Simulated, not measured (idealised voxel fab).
Title: Process Module voxel local oxidation
Square cell edge 5 nm, section width 250 nm, ID cut.
Notation: cross-section as square-cell grid; stated in bands, top first, going down; one or more cell rows per band.
Per band: top height and bottom height in nm, followed by the left-to-right materials and their widths in nm; "throughout" marks a single material spanning edge to edge, "blank" marks empty space.
Heights are reckoned from 0. Under this level, the received wafer is all of one material. The bottommost band is open-ended downward, for example "z 0 and below".
A two-number width, for instance "30..40", indicates that the width is equal to the first number in the top row of the band and to the second number in the bottom row, and that it changes by a constant amount per row of cells.
A step reported as "identical to before" is a step in which no cell of the cross-section changed.
"Completely sealed voids" - sealed voids, min. 8 cells, no opening to top; format: width x height at distance (distance from left edge; nm throughout).
Note: text after step settings on the step line = simulator remark on that step.
The line of a step may include "overlay nm". On a step with a mask, this value is how far to the right of its planned place the mask lay. A negative value means the mask lay to the left.
This section lists the process steps that were planned
1: RECEIVE, material Si
2: OXIDIZE, depth nm 5
3: CONFORMAL_DEP, material SiN, thk nm 15
4: DIRECTIONAL_DEP, material aC, thk nm 15
5: PATTERN, tone cover, mask id ACTIVE, material resist, width nm 95, thk nm 35, overlay nm 0
6: DIRECTIONAL_ETCH, etch materials aC, depth nm 15
7: STRIP, etch materials resist
8: DIRECTIONAL_ETCH, etch materials SiN, depth nm 15
9: STRIP, etch materials aC
10: SELECTIVE_ETCH, etch materials SiO2, depth nm 5
11: OXIDIZE, depth nm 10
12: STRIP, etch materials SiN
Incoming wafer, cross-sectional view, post step 1
z 0 and below  Si throughout
Completely sealed voids: none
End-of-module cross-section. Starting structure and process plan as above; one mistake made in running it
z 0 to -5  80 blank | 85 SiO2 | 85 blank
z -5 to -15  SiO2 throughout
z -15 and below  Si throughout
Completely sealed voids: none
Against the plan, the run slipped here: step 2 ran with different settings than intended, the actual operation and settings being OXIDIZE, depth nm 15
